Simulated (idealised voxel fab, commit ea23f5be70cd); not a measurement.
Name of the process module below: voxel capacitor over wiring
Shown is cross-section cut, with a width of 190 nm and square cells of size 5 nm.
Format of a cross-section: grid, square cells. Given as bands. Order: top down. Band: one or more rows of cells. Within each band entry, the heights of the top and of the bottom of the band appear first, in that order and in nm; the materials of the band then follow from left to right, each with its corresponding width in nm. The designation "throughout" on a single material indicates that it fills the band from edge to edge; the designation "blank" indicates empty space. Basically, 0 is our baseline, since under it the wafer straight out of the box is all one material. The bottom band has no lower end and keeps on going down, so it looks like "0..down". You'd read "30->40" like this: the band's top row of cells is as wide as the first number, its bottom row is as wide as the second, and going down, every row changes width by the same amount as the row before did. Where the words "nothing altered" appear for a step, the cross-section shows no cell changed by that step; every cell remained as before. "Closed void entries": sealed empty spaces, 8 cells or more, no open way to top, listed width x height at distance, with distance from the left edge and width, height and distance in nm. Whatever follows a step's settings on its line is a remark the simulator itself makes about that step. A step line may carry the setting "overlay nm", which, for steps involving a mask, states the distance by which the mask lay to the right of its intended position; negative values denote displacement to the left. Reading key. Pairs: pre-step and post-step cross-section, one process step apart; post-step view only to lowest changed band. Step between + settings: beneath pair. Runs: pairs may be from different runs of this module, same starting wafer. Continuation from pair above: only where "Ex-ante state" entry says.

**Ex-ante state**
- 0..down = Si throughout
- Closed void entries: none

**Result of Step**
- 10..0 = SiO2 throughout
- Everything under 0 stays put, no change at all.
- Closed void entries: none
What was done to get from the before section above to the after section? CONFORMAL_DEP,material SiO2,thk nm 10

Ex-ante state: this step begins from the cross-section that the pair just above shows after its step.

**Result of Step**
- 15..10 = TiN throughout
- Everything under 10 stays put, no change at all.
- Closed void entries: none
What was done to get from the before section above to the after section? DIRECTIONAL_DEP,material TiN,thk nm 5

Ex-ante state: this step begins from the cross-section that the pair just above shows after its step.

**Result of Step**
- 30..15 = W throughout
- Everything under 15 stays put, no change at all.
- Closed void entries: none
What was done to get from the before section above to the after section? DIRECTIONAL_DEP,material W,thk nm 15

Ex-ante state: this step begins from the cross-section that the pair just above shows after its step.

**Result of Step**
- 40..30 = aC throughout
- Everything under 30 stays put, no change at all.
- Closed void entries: none
What was done to get from the before section above to the after section? DIRECTIONAL_DEP,material aC,thk nm 10

Ex-ante state: this step begins from the cross-section that the pair just above shows after its step.

**Result of Step**
- 65..40 = 30 of blank; 30 of resist; 70 of blank; 30 of resist; 30 of blank
- Everything under 40 stays put, no change at all.
- Closed void entries: none
What was done to get from the before section above to the after section? PATTERN,tone cover,mask id METAL_1,material resist,width nm 30,pitch nm 100,thk nm 25,overlay nm 0

Ex-ante state: this step begins from the cross-section that the pair just above shows after its step.

**Result of Step**
- 55..40 = 30 of blank; 30 of resist; 70 of blank; 30 of resist; 30 of blank
- 40..30 = 30 of blank; 30 of aC; 70 of blank; 30 of aC; 30 of blank
- Everything under 30 stays put, no change at all.
- Closed void entries: none
What was done to get from the before section above to the after section? DIRECTIONAL_ETCH,etch materials aC,depth nm 10

Ex-ante state: this step begins from the cross-section that the pair just above shows after its step.

**Result of Step**
- 40..30 = 30 of blank; 30 of aC; 70 of blank; 30 of aC; 30 of blank
- Everything under 30 stays put, no change at all.
- Closed void entries: none
What was done to get from the before section above to the after section? STRIP,etch materials resist

Ex-ante state: this step begins from the cross-section that the pair just above shows after its step.

**Result of Step**
- 40..30 = 30 of blank; 30 of aC; 70 of blank; 30 of aC; 30 of blank
- 30..15 = 30 of blank; 30 of W; 70 of blank; 30 of W; 30 of blank
- Everything under 15 stays put, no change at all.
- Closed void entries: none
What was done to get from the before section above to the after section? DIRECTIONAL_ETCH,etch materials W,depth nm 15

Ex-ante state: this step begins from the cross-section that the pair just above shows after its step.

**Result of Step**
- 40..30 = 30 of blank; 30 of aC; 70 of blank; 30 of aC; 30 of blank
- 30..15 = 30 of blank; 30 of W; 70 of blank; 30 of W; 30 of blank
- 15..10 = 30 of blank; 30 of TiN; 70 of blank; 30 of TiN; 30 of blank
- Everything under 10 stays put, no change at all.
- Closed void entries: none
What was done to get from the before section above to the after section? DIRECTIONAL_ETCH,etch materials TiN,depth nm 5

Ex-ante state: this step begins from the cross-section that the pair just above shows after its step.

**Result of Step**
- 30..15 = 30 of blank; 30 of W; 70 of blank; 30 of W; 30 of blank
- Everything under 15 stays put, no change at all.
- Closed void entries: none
What was done to get from the before section above to the after section? STRIP,etch materials aC

Ex-ante state: this step begins from the cross-section that the pair just above shows after its step.

**Result of Step**
- 40..30 = SiO2 throughout
- 30..15 = 30 of SiO2; 30 of W; 70 of SiO2; 30 of W; 30 of SiO2
- 15..10 = 30 of SiO2; 30 of TiN; 70 of SiO2; 30 of TiN; 30 of SiO2
- Everything under 10 stays put, no change at all.
- Closed void entries: none
What was done to get from the before section above to the after section? FILL_DEP,material SiO2,thk nm 10

Ex-ante state: this step begins from the cross-section that the pair just above shows after its step.

**Result of Step**
- 30..15 = 30 of SiO2; 30 of W; 70 of SiO2; 30 of W; 30 of SiO2
- Everything under 15 stays put, no change at all.
- Closed void entries: none
What was done to get from the before section above to the after section? CMP,height nm 30

Ex-ante state: this step begins from the cross-section that the pair just above shows after its step.

**Result of Step**
- 35..30 = SiCN throughout
- Everything under 30 stays put, no change at all.
- Closed void entries: none
What was done to get from the before section above to the after section? CONFORMAL_DEP,material SiCN,thk nm 5

Ex-ante state: this step begins from the cross-section that the pair just above shows after its step.

**Result of Step**
- 55..35 = SiO2 throughout
- Everything under 35 stays put, no change at all.
- Closed void entries: none
What was done to get from the before section above to the after section? DIRECTIONAL_DEP,material SiO2,thk nm 20

Ex-ante state: this step begins from the cross-section that the pair just above shows after its step.

**Result of Step**
- 70..55 = 45 of resist; 15 of blank; 130 of resist
- Everything under 55 stays put, no change at all.
- Closed void entries: none
What was done to get from the before section above to the after section? PATTERN,tone open,mask id PLUG_1,material resist,width nm 15,thk nm 15,overlay nm 0

Ex-ante state: this step begins from the cross-section that the pair just above shows after its step.

**Result of Step**
- 70..55 = 45 of resist; 15 of blank; 130 of resist
- 55..35 = 45 of SiO2; 15 of blank; 130 of SiO2
- Everything under 35 stays put, no change at all.
- Closed void entries: none
What was done to get from the before section above to the after section? DIRECTIONAL_ETCH,etch materials SiO2,depth nm 20

Ex-ante state: this step begins from the cross-section that the pair just above shows after its step.

**Result of Step**
- 70..55 = 45 of resist; 15 of blank; 130 of resist
- 55..35 = 45 of SiO2; 15 of blank; 130 of SiO2
- 35..30 = 45 of SiCN; 15 of blank; 130 of SiCN
- Everything under 30 stays put, no change at all.
- Closed void entries: none
What was done to get from the before section above to the after section? DIRECTIONAL_ETCH,etch materials SiCN,depth nm 5

Ex-ante state: this step begins from the cross-section that the pair just above shows after its step.

**Result of Step**
- 55..35 = 45 of SiO2; 15 of blank; 130 of SiO2
- Everything under 35 stays put, no change at all.
- Closed void entries: none
What was done to get from the before section above to the after section? STRIP,etch materials resist

Ex-ante state: this step begins from the cross-section that the pair just above shows after its step.

**Result of Step**
- 55..40 = 45 of SiO2; 15 of blank; 130 of SiO2
- 40..35 = 45 of SiO2; 15 of Ru; 130 of SiO2
- 35..30 = 45 of SiCN; 15 of Ru; 130 of SiCN
- Everything under 30 stays put, no change at all.
- Closed void entries: none
What was done to get from the before section above to the after section? EPI,material Ru,thk nm 10

Ex-ante state: this step begins from the cross-section that the pair just above shows after its step.

**Result of Step**
- 55..50 = 45 of SiO2; 15 of blank; 130 of SiO2
- 50..35 = 45 of SiO2; 15 of Ru; 130 of SiO2
- Everything under 35 stays put, no change at all.
- Closed void entries: none
What was done to get from the before section above to the after section? EPI,material Ru,thk nm 10

Ex-ante state: this step begins from the cross-section that the pair just above shows after its step.

**Result of Step**
- 55..35 = 45 of SiO2; 15 of Ru; 130 of SiO2
- Everything under 35 stays put, no change at all.
- Closed void entries: none
What was done to get from the before section above to the after section? EPI,material Ru,thk nm 5

Ex-ante state: this step begins from the cross-section that the pair just above shows after its step.

**Result of Step**
- 60..55 = TiN throughout
- Everything under 55 stays put, no change at all.
- Closed void entries: none
What was done to get from the before section above to the after section? DIRECTIONAL_DEP,material TiN,thk nm 5

Ex-ante state: this step begins from the cross-section that the pair just above shows after its step.

**Result of Step**
- 65..60 = HfO2 throughout
- Everything under 60 stays put, no change at all.
- Closed void entries: none
What was done to get from the before section above to the after section? DIRECTIONAL_DEP,material HfO2,thk nm 5

Ex-ante state: this step begins from the cross-section that the pair just above shows after its step.

**Result of Step**
- 75..65 = TiN throughout
- Everything under 65 stays put, no change at all.
- Closed void entries: none
What was done to get from the before section above to the after section? DIRECTIONAL_DEP,material TiN,thk nm 10

Ex-ante state: this step begins from the cross-section that the pair just above shows after its step.

**Result of Step**
- 85..75 = aC throughout
- Everything under 75 stays put, no change at all.
- Closed void entries: none
What was done to get from the before section above to the after section? DIRECTIONAL_DEP,material aC,thk nm 10

Ex-ante state: this step begins from the cross-section that the pair just above shows after its step.

**Result of Step**
- 115..85 = 45 of blank; 75 of resist; 70 of blank
- Everything under 85 stays put, no change at all.
- Closed void entries: none
What was done to get from the before section above to the after section? PATTERN,tone cover,mask id UPPER_PLATE,material resist,width nm 75,thk nm 30,overlay nm 0

Ex-ante state: this step begins from the cross-section that the pair just above shows after its step.

**Result of Step**
- 105..85 = 45 of blank; 75 of resist; 70 of blank
- 85..75 = 45 of blank; 75 of aC; 70 of blank
- Everything under 75 stays put, no change at all.
- Closed void entries: none
What was done to get from the before section above to the after section? DIRECTIONAL_ETCH,etch materials aC,depth nm 10

Ex-ante state: this step begins from the cross-section that the pair just above shows after its step.

**Result of Step**
- 85..75 = 45 of blank; 75 of aC; 70 of blank
- Everything under 75 stays put, no change at all.
- Closed void entries: none
What was done to get from the before section above to the after section? STRIP,etch materials resist

Ex-ante state: this step begins from the cross-section that the pair just above shows after its step.

**Result of Step**
- 85..75 = 45 of blank; 75 of aC; 70 of blank
- 75..65 = 45 of blank; 75 of TiN; 70 of blank
- Everything under 65 stays put, no change at all.
- Closed void entries: none
What was done to get from the before section above to the after section? DIRECTIONAL_ETCH,etch materials TiN,depth nm 10

Ex-ante state: this step begins from the cross-section that the pair just above shows after its step.

**Result of Step**
- 85..75 = 45 of blank; 75 of aC; 70 of blank
- 75..65 = 45 of blank; 75 of TiN; 70 of blank
- 65..60 = 45 of blank; 75 of HfO2; 70 of blank
- Everything under 60 stays put, no change at all.
- Closed void entries: none
What was done to get from the before section above to the after section? DIRECTIONAL_ETCH,etch materials HfO2,depth nm 5

Ex-ante state: this step begins from the cross-section that the pair just above shows after its step.

**Result of Step**
- 75..65 = 45 of blank; 75 of TiN; 70 of blank
- Everything under 65 stays put, no change at all.
- Closed void entries: none
What was done to get from the before section above to the after section? STRIP,etch materials aC

Ex-ante state: this step begins from the cross-section that the pair just above shows after its step.

**Result of Step**
- 85..75 = 45 of blank; 75 of aC; 70 of blank
- 75..70 = 45 of blank; 75 of TiN; 70 of blank
- 70..65 = 45 of aC; 75 of TiN; 70 of aC
- 65..60 = 45 of aC; 75 of HfO2; 70 of aC
- Everything under 60 stays put, no change at all.
- Closed void entries: none
What was done to get from the before section above to the after section? DIRECTIONAL_DEP,material aC,thk nm 10

Ex-ante state: this step begins from the cross-section that the pair just above shows after its step.

**Result of Step**
- 110..85 = 40 of blank; 85 of resist; 65 of blank
- 85..75 = 40 of blank; 5 of resist; 75 of aC; 5 of resist; 65 of blank
- 75..70 = 40 of blank; 5 of resist; 75 of TiN; 5 of resist; 65 of blank
- Everything under 70 stays put, no change at all.
- Closed void entries: none
What was done to get from the before section above to the after section? PATTERN,tone cover,mask id LOWER_PLATE,material resist,width nm 85,thk nm 25,overlay nm 0

Ex-ante state: this step begins from the cross-section that the pair just above shows after its step.

**Result of Step**
- 100..85 = 40 of blank; 85 of resist; 65 of blank
- 85..75 = 40 of blank; 5 of resist; 75 of aC; 5 of resist; 65 of blank
- 75..70 = 40 of blank; 5 of resist; 75 of TiN; 5 of resist; 65 of blank
- 70..65 = 40 of blank; 5 of aC; 75 of TiN; 5 of aC; 65 of blank
- 65..60 = 40 of blank; 5 of aC; 75 of HfO2; 5 of aC; 65 of blank
- Everything under 60 stays put, no change at all.
- Closed void entries: none
What was done to get from the before section above to the after section? DIRECTIONAL_ETCH,etch materials aC,depth nm 10

Ex-ante state: this step begins from the cross-section that the pair just above shows after its step.

**Result of Step**
- 85..75 = 45 of blank; 75 of aC; 70 of blank
- 75..70 = 45 of blank; 75 of TiN; 70 of blank
- Everything under 70 stays put, no change at all.
- Closed void entries: none
What was done to get from the before section above to the after section? STRIP,etch materials resist

Ex-ante state: this step begins from the cross-section that the pair just above shows after its step.

**Result of Step**
- 85..75 = 45 of blank; 75 of aC; 70 of blank
- 75..70 = 45 of blank; 75 of TiN; 70 of blank
- 70..65 = 40 of blank; 5 of aC; 75 of TiN; 5 of aC; 65 of blank
- 65..60 = 40 of blank; 5 of aC; 75 of HfO2; 5 of aC; 65 of blank
- 60..55 = 40 of blank; 85 of TiN; 65 of blank
- Everything under 55 stays put, no change at all.
- Closed void entries: none
What was done to get from the before section above to the after section? DIRECTIONAL_ETCH,etch materials TiN,depth nm 5

Ex-ante state: this step begins from the cross-section that the pair just above shows after its step.

**Result of Step**
- 75..65 = 45 of blank; 75 of TiN; 70 of blank
- 65..60 = 45 of blank; 75 of HfO2; 70 of blank
- Everything under 60 stays put, no change at all.
- Closed void entries: none
What was done to get from the before section above to the after section? STRIP,etch materials aC

Ex-ante state: this step begins from the cross-section that the pair just above shows after its step.

**Result of Step**
- 90..75 = SiO2 throughout
- 75..65 = 45 of SiO2; 75 of TiN; 70 of SiO2
- 65..60 = 45 of SiO2; 75 of HfO2; 70 of SiO2
- 60..55 = 40 of SiO2; 85 of TiN; 65 of SiO2
- Everything under 55 stays put, no change at all.
- Closed void entries: none
What was done to get from the before section above to the after section? FILL_DEP,material SiO2,thk nm 15

Ex-ante state: this step begins from the cross-section that the pair just above shows after its step.

**Result of Step**
- 85..75 = SiO2 throughout
- Everything under 75 stays put, no change at all.
- Closed void entries: none
What was done to get from the before section above to the after section? CMP,height nm 85

Ex-ante state: this step begins from the cross-section that the pair just above shows after its step.

**Result of Step**
- 100..85 = aC throughout
- Everything under 85 stays put, no change at all.
- Closed void entries: none
What was done to get from the before section above to the after section? DIRECTIONAL_DEP,material aC,thk nm 15

Ex-ante state: this step begins from the cross-section that the pair just above shows after its step.

**Result of Step**
- 135..100 = 55 of resist; 15 of blank; 120 of resist
- Everything under 100 stays put, no change at all.
- Closed void entries: none
What was done to get from the before section above to the after section? PATTERN,tone open,mask id PLUG_2,material resist,width nm 15,thk nm 35,overlay nm 0

Ex-ante state: this step begins from the cross-section that the pair just above shows after its step.

**Result of Step**
- 120..100 = 55 of resist; 15 of blank; 120 of resist
- 100..85 = 55 of aC; 15 of blank; 120 of aC
- Everything under 85 stays put, no change at all.
- Closed void entries: none
What was done to get from the before section above to the after section? DIRECTIONAL_ETCH,etch materials aC,depth nm 15

Ex-ante state: this step begins from the cross-section that the pair just above shows after its step.

**Result of Step**
- 100..85 = 55 of aC; 15 of blank; 120 of aC
- Everything under 85 stays put, no change at all.
- Closed void entries: none
What was done to get from the before section above to the after section? STRIP,etch materials resist

Ex-ante state: this step begins from the cross-section that the pair just above shows after its step.

**Result of Step**
- 100..85 = 55 of aC; 15 of blank; 120 of aC
- 85..75 = 55 of SiO2; 15 of blank; 120 of SiO2
- Everything under 75 stays put, no change at all.
- Closed void entries: none
What was done to get from the before section above to the after section? DIRECTIONAL_ETCH,etch materials SiO2,depth nm 10

Ex-ante state: this step begins from the cross-section that the pair just above shows after its step.

**Result of Step**
- 85..75 = 55 of SiO2; 15 of blank; 120 of SiO2
- Everything under 75 stays put, no change at all.
- Closed void entries: none
What was done to get from the before section above to the after section? STRIP,etch materials aC

Ex-ante state: this step begins from the cross-section that the pair just above shows after its step.

**Result of Step**
- 90..85 = 60 of TiN; 5 of blank; 125 of TiN
- 85..80 = 55 of SiO2; 5 of TiN; 5 of blank; 5 of TiN; 120 of SiO2
- 80..75 = 55 of SiO2; 15 of TiN; 120 of SiO2
- Everything under 75 stays put, no change at all.
- Closed void entries: none
What was done to get from the before section above to the after section? CONFORMAL_DEP,material TiN,thk nm 5

Ex-ante state: this step begins from the cross-section that the pair just above shows after its step.

**Result of Step**
- 95..90 = Ru throughout
- 90..85 = 60 of TiN; 5 of Ru; 125 of TiN
- 85..80 = 55 of SiO2; 5 of TiN; 5 of Ru; 5 of TiN; 120 of SiO2
- Everything under 80 stays put, no change at all.
- Closed void entries: none
What was done to get from the before section above to the after section? FILL_DEP,material Ru,thk nm 5

Ex-ante state: this step begins from the cross-section that the pair just above shows after its step.

**Result of Step**
- 85..80 = 55 of SiO2; 5 of TiN; 5 of Ru; 5 of TiN; 120 of SiO2
- Everything under 80 stays put, no change at all.
- Closed void entries: none
What was done to get from the before section above to the after section? CMP,height nm 85

Ex-ante state: this step begins from the cross-section that the pair just above shows after its step.

**Result of Step**
- 90..85 = SiN throughout
- Everything under 85 stays put, no change at all.
- Closed void entries: none
What was done to get from the before section above to the after section? CONFORMAL_DEP,material SiN,thk nm 5

**Ex-ante state**
- 55..40 = 45 of SiO2; 15 of blank; 130 of SiO2
- 40..35 = 45 of SiO2; 15 of Ru; 130 of SiO2
- 35..30 = 45 of SiCN; 15 of Ru; 130 of SiCN
- 30..15 = 30 of SiO2; 30 of W; 70 of SiO2; 30 of W; 30 of SiO2
- 15..10 = 30 of SiO2; 30 of TiN; 70 of SiO2; 30 of TiN; 30 of SiO2
- 10..0 = SiO2 throughout
- 0..down = Si throughout
- Closed void entries: none

**Result of Step**
- 55..45 = 45 of SiO2; 15 of blank; 130 of SiO2
- 45..35 = 45 of SiO2; 15 of Ru; 130 of SiO2
- Everything under 35 stays put, no change at all.
- Closed void entries: none
What was done to get from the before section above to the after section? EPI,material Ru,thk nm 5

Ex-ante state: this step begins from the cross-section that the pair just above shows after its step.

**Result of Step**
- 60..55 = 45 of TiN; 15 of blank; 130 of TiN
- 55..50 = 45 of SiO2; 15 of blank; 130 of SiO2
- 50..45 = 45 of SiO2; 15 of TiN; 130 of SiO2
- Everything under 45 stays put, no change at all.
- Closed void entries: none
What was done to get from the before section above to the after section? DIRECTIONAL_DEP,material TiN,thk nm 5

Ex-ante state: this step begins from the cross-section that the pair just above shows after its step.

**Result of Step**
- 65..60 = 45 of HfO2; 15 of blank; 130 of HfO2
- 60..55 = 45 of TiN; 15 of blank; 130 of TiN
- 55..50 = 45 of SiO2; 15 of HfO2; 130 of SiO2
- Everything under 50 stays put, no change at all.
- Closed void entries: none
What was done to get from the before section above to the after section? DIRECTIONAL_DEP,material HfO2,thk nm 5

Ex-ante state: this step begins from the cross-section that the pair just above shows after its step.

**Result of Step**
- 75..65 = 45 of TiN; 15 of blank; 130 of TiN
- 65..60 = 45 of HfO2; 15 of TiN; 130 of HfO2
- 60..55 = TiN throughout
- Everything under 55 stays put, no change at all.
- Closed void entries: none
What was done to get from the before section above to the after section? DIRECTIONAL_DEP,material TiN,thk nm 10

Ex-ante state: this step begins from the cross-section that the pair just above shows after its step.

**Result of Step**
- 85..75 = 45 of aC; 15 of blank; 130 of aC
- 75..65 = 45 of TiN; 15 of aC; 130 of TiN
- Everything under 65 stays put, no change at all.
- Closed void entries: none
What was done to get from the before section above to the after section? DIRECTIONAL_DEP,material aC,thk nm 10

Ex-ante state: this step begins from the cross-section that the pair just above shows after its step.

**Result of Step**
- 115..85 = 45 of blank; 75 of resist; 70 of blank
- 85..75 = 45 of aC; 15 of resist; 130 of aC
- Everything under 75 stays put, no change at all.
- Closed void entries: none
What was done to get from the before section above to the after section? PATTERN,tone cover,mask id UPPER_PLATE,material resist,width nm 75,thk nm 30,overlay nm 0

Ex-ante state: this step begins from the cross-section that the pair just above shows after its step.

**Result of Step**
- 105..85 = 45 of blank; 75 of resist; 70 of blank
- 85..75 = 45 of blank; 15 of resist; 60 of aC; 70 of blank
- Everything under 75 stays put, no change at all.
- Closed void entries: none
What was done to get from the before section above to the after section? DIRECTIONAL_ETCH,etch materials aC,depth nm 10

Ex-ante state: this step begins from the cross-section that the pair just above shows after its step.

**Result of Step**
- 85..75 = 60 of blank; 60 of aC; 70 of blank
- Everything under 75 stays put, no change at all.
- Closed void entries: none
What was done to get from the before section above to the after section? STRIP,etch materials resist

Ex-ante state: this step begins from the cross-section that the pair just above shows after its step.

**Result of Step**
- 85..75 = 60 of blank; 60 of aC; 70 of blank
- 75..65 = 45 of blank; 15 of aC; 60 of TiN; 70 of blank
- Everything under 65 stays put, no change at all.
- Closed void entries: none
What was done to get from the before section above to the after section? DIRECTIONAL_ETCH,etch materials TiN,depth nm 10

Ex-ante state: this step begins from the cross-section that the pair just above shows after its step.

**Result of Step**
- 85..75 = 60 of blank; 60 of aC; 70 of blank
- 75..65 = 45 of blank; 15 of aC; 60 of TiN; 70 of blank
- 65..60 = 45 of blank; 15 of TiN; 60 of HfO2; 70 of blank
- Everything under 60 stays put, no change at all.
- Closed void entries: none
What was done to get from the before section above to the after section? DIRECTIONAL_ETCH,etch materials HfO2,depth nm 5

Ex-ante state: this step begins from the cross-section that the pair just above shows after its step.

**Result of Step**
- 75..65 = 60 of blank; 60 of TiN; 70 of blank
- Everything under 65 stays put, no change at all.
- Closed void entries: none
What was done to get from the before section above to the after section? STRIP,etch materials aC

Ex-ante state: this step begins from the cross-section that the pair just above shows after its step.

**Result of Step**
- 85..75 = 60 of blank; 60 of aC; 70 of blank
- 75..70 = 45 of blank; 15 of aC; 60 of TiN; 70 of blank
- 70..65 = 60 of aC; 60 of TiN; 70 of aC
- 65..60 = 45 of aC; 15 of TiN; 60 of HfO2; 70 of aC
- Everything under 60 stays put, no change at all.
- Closed void entries: none
What was done to get from the before section above to the after section? DIRECTIONAL_DEP,material aC,thk nm 10

Ex-ante state: this step begins from the cross-section that the pair just above shows after its step.

**Result of Step**
- 110..85 = 40 of blank; 85 of resist; 65 of blank
- 85..75 = 40 of blank; 20 of resist; 60 of aC; 5 of resist; 65 of blank
- 75..70 = 40 of blank; 5 of resist; 15 of aC; 60 of TiN; 5 of resist; 65 of blank
- Everything under 70 stays put, no change at all.
- Closed void entries: none
What was done to get from the before section above to the after section? PATTERN,tone cover,mask id LOWER_PLATE,material resist,width nm 85,thk nm 25,overlay nm 0

Ex-ante state: this step begins from the cross-section that the pair just above shows after its step.

**Result of Step**
- 100..85 = 40 of blank; 85 of resist; 65 of blank
- 85..75 = 40 of blank; 20 of resist; 60 of aC; 5 of resist; 65 of blank
- 75..70 = 40 of blank; 5 of resist; 15 of aC; 60 of TiN; 5 of resist; 65 of blank
- 70..65 = 40 of blank; 20 of aC; 60 of TiN; 5 of aC; 65 of blank
- 65..60 = 40 of blank; 5 of aC; 15 of TiN; 60 of HfO2; 5 of aC; 65 of blank
- Everything under 60 stays put, no change at all.
- Closed void entries: none
What was done to get from the before section above to the after section? DIRECTIONAL_ETCH,etch materials aC,depth nm 10

Ex-ante state: this step begins from the cross-section that the pair just above shows after its step.

**Result of Step**
- 85..75 = 60 of blank; 60 of aC; 70 of blank
- 75..70 = 45 of blank; 15 of aC; 60 of TiN; 70 of blank
- Everything under 70 stays put, no change at all.
- Closed void entries: none
What was done to get from the before section above to the after section? STRIP,etch materials resist

Ex-ante state: this step begins from the cross-section that the pair just above shows after its step.

**Result of Step**
- 85..75 = 60 of blank; 60 of aC; 70 of blank
- 75..70 = 45 of blank; 15 of aC; 60 of TiN; 70 of blank
- 70..65 = 40 of blank; 20 of aC; 60 of TiN; 5 of aC; 65 of blank
- 65..60 = 40 of blank; 5 of aC; 15 of TiN; 60 of HfO2; 5 of aC; 65 of blank
- 60..55 = 40 of blank; 85 of TiN; 65 of blank
- Everything under 55 stays put, no change at all.
- Closed void entries: none
What was done to get from the before section above to the after section? DIRECTIONAL_ETCH,etch materials TiN,depth nm 5

Ex-ante state: this step begins from the cross-section that the pair just above shows after its step.

**Result of Step**
- 75..65 = 60 of blank; 60 of TiN; 70 of blank
- 65..60 = 45 of blank; 15 of TiN; 60 of HfO2; 70 of blank
- Everything under 60 stays put, no change at all.
- Closed void entries: none
What was done to get from the before section above to the after section? STRIP,etch materials aC

Ex-ante state: this step begins from the cross-section that the pair just above shows after its step.

**Result of Step**
- 90..75 = SiO2 throughout
- 75..65 = 60 of SiO2; 60 of TiN; 70 of SiO2
- 65..60 = 45 of SiO2; 15 of TiN; 60 of HfO2; 70 of SiO2
- 60..55 = 40 of SiO2; 85 of TiN; 65 of SiO2
- Everything under 55 stays put, no change at all.
- Closed void entries: none
What was done to get from the before section above to the after section? FILL_DEP,material SiO2,thk nm 15

Ex-ante state: this step begins from the cross-section that the pair just above shows after its step.

**Result of Step**
- 85..75 = SiO2 throughout
- Everything under 75 stays put, no change at all.
- Closed void entries: none
What was done to get from the before section above to the after section? CMP,height nm 85

Ex-ante state: this step begins from the cross-section that the pair just above shows after its step.

**Result of Step**
- 100..85 = aC throughout
- Everything under 85 stays put, no change at all.
- Closed void entries: none
What was done to get from the before section above to the after section? DIRECTIONAL_DEP,material aC,thk nm 15

Ex-ante state: this step begins from the cross-section that the pair just above shows after its step.

**Result of Step**
- 135..100 = 55 of resist; 15 of blank; 120 of resist
- Everything under 100 stays put, no change at all.
- Closed void entries: none
What was done to get from the before section above to the after section? PATTERN,tone open,mask id PLUG_2,material resist,width nm 15,thk nm 35,overlay nm 0

Ex-ante state: this step begins from the cross-section that the pair just above shows after its step.

**Result of Step**
- 120..100 = 55 of resist; 15 of blank; 120 of resist
- 100..85 = 55 of aC; 15 of blank; 120 of aC
- Everything under 85 stays put, no change at all.
- Closed void entries: none
What was done to get from the before section above to the after section? DIRECTIONAL_ETCH,etch materials aC,depth nm 15

Ex-ante state: this step begins from the cross-section that the pair just above shows after its step.

**Result of Step**
- 100..85 = 55 of aC; 15 of blank; 120 of aC
- Everything under 85 stays put, no change at all.
- Closed void entries: none
What was done to get from the before section above to the after section? STRIP,etch materials resist

Ex-ante state: this step begins from the cross-section that the pair just above shows after its step.

**Result of Step**
- 100..85 = 55 of aC; 15 of blank; 120 of aC
- 85..75 = 55 of SiO2; 15 of blank; 120 of SiO2
- Everything under 75 stays put, no change at all.
- Closed void entries: none
What was done to get from the before section above to the after section? DIRECTIONAL_ETCH,etch materials SiO2,depth nm 10

Ex-ante state: this step begins from the cross-section that the pair just above shows after its step.

**Result of Step**
- 85..75 = 55 of SiO2; 15 of blank; 120 of SiO2
- Everything under 75 stays put, no change at all.
- Closed void entries: none
What was done to get from the before section above to the after section? STRIP,etch materials aC

Ex-ante state: this step begins from the cross-section that the pair just above shows after its step.

**Result of Step**
- 90..85 = 60 of TiN; 5 of blank; 125 of TiN
- 85..80 = 55 of SiO2; 5 of TiN; 5 of blank; 5 of TiN; 120 of SiO2
- 80..75 = 55 of SiO2; 15 of TiN; 120 of SiO2
- Everything under 75 stays put, no change at all.
- Closed void entries: none
What was done to get from the before section above to the after section? CONFORMAL_DEP,material TiN,thk nm 5

Ex-ante state: this step begins from the cross-section that the pair just above shows after its step.

**Result of Step**
- 95..90 = Ru throughout
- 90..85 = 60 of TiN; 5 of Ru; 125 of TiN
- 85..80 = 55 of SiO2; 5 of TiN; 5 of Ru; 5 of TiN; 120 of SiO2
- Everything under 80 stays put, no change at all.
- Closed void entries: none
What was done to get from the before section above to the after section? FILL_DEP,material Ru,thk nm 5

Ex-ante state: this step begins from the cross-section that the pair just above shows after its step.

**Result of Step**
- 85..80 = 55 of SiO2; 5 of TiN; 5 of Ru; 5 of TiN; 120 of SiO2
- Everything under 80 stays put, no change at all.
- Closed void entries: none
What was done to get from the before section above to the after section? CMP,height nm 85

Ex-ante state: this step begins from the cross-section that the pair just above shows after its step.

**Result of Step**
- 90..85 = SiN throughout
- Everything under 85 stays put, no change at all.
- Closed void entries: none
What was done to get from the before section above to the after section? CONFORMAL_DEP,material SiN,thk nm 5

**Ex-ante state**
- 55..35 = SiO2 throughout
- 35..30 = SiCN throughout
- 30..15 = 30 of SiO2; 30 of W; 70 of SiO2; 30 of W; 30 of SiO2
- 15..10 = 30 of SiO2; 30 of TiN; 70 of SiO2; 30 of TiN; 30 of SiO2
- 10..0 = SiO2 throughout
- 0..down = Si throughout
- Closed void entries: none

**Result of Step**
- 75..35 = SiO2 throughout
- Everything under 35 stays put, no change at all.
- Closed void entries: none
What was done to get from the before section above to the after section? DIRECTIONAL_DEP,material SiO2,thk nm 20

Ex-ante state: this step begins from the cross-section that the pair just above shows after its step.

**Result of Step**
- 90..75 = 45 of resist; 15 of blank; 130 of resist
- Everything under 75 stays put, no change at all.
- Closed void entries: none
What was done to get from the before section above to the after section? PATTERN,tone open,mask id PLUG_1,material resist,width nm 15,thk nm 15,overlay nm 0

Ex-ante state: this step begins from the cross-section that the pair just above shows after its step.

**Result of Step**
- 90..75 = 45 of resist; 15 of blank; 130 of resist
- 75..55 = 45 of SiO2; 15 of blank; 130 of SiO2
- Everything under 55 stays put, no change at all.
- Closed void entries: none
What was done to get from the before section above to the after section? DIRECTIONAL_ETCH,etch materials SiO2,depth nm 20

Ex-ante state: this step begins from the cross-section that the pair just above shows after its step.

**Result of Step**
- 75..55 = 45 of SiO2; 15 of blank; 130 of SiO2
- Everything under 55 stays put, no change at all.
- Closed void entries: none
What was done to get from the before section above to the after section? STRIP,etch materials resist

Ex-ante state: this step begins from the cross-section that the pair just above shows after its step.

**Result of Step**
- 80..75 = 45 of TiN; 15 of blank; 130 of TiN
- 75..60 = 45 of SiO2; 15 of blank; 130 of SiO2
- 60..55 = 45 of SiO2; 15 of TiN; 130 of SiO2
- Everything under 55 stays put, no change at all.
- Closed void entries: none
What was done to get from the before section above to the after section? DIRECTIONAL_DEP,material TiN,thk nm 5

Ex-ante state: this step begins from the cross-section that the pair just above shows after its step.

**Result of Step**
- 85..80 = 45 of HfO2; 15 of blank; 130 of HfO2
- 80..75 = 45 of TiN; 15 of blank; 130 of TiN
- 75..65 = 45 of SiO2; 15 of blank; 130 of SiO2
- 65..60 = 45 of SiO2; 15 of HfO2; 130 of SiO2
- Everything under 60 stays put, no change at all.
- Closed void entries: none
What was done to get from the before section above to the after section? DIRECTIONAL_DEP,material HfO2,thk nm 5
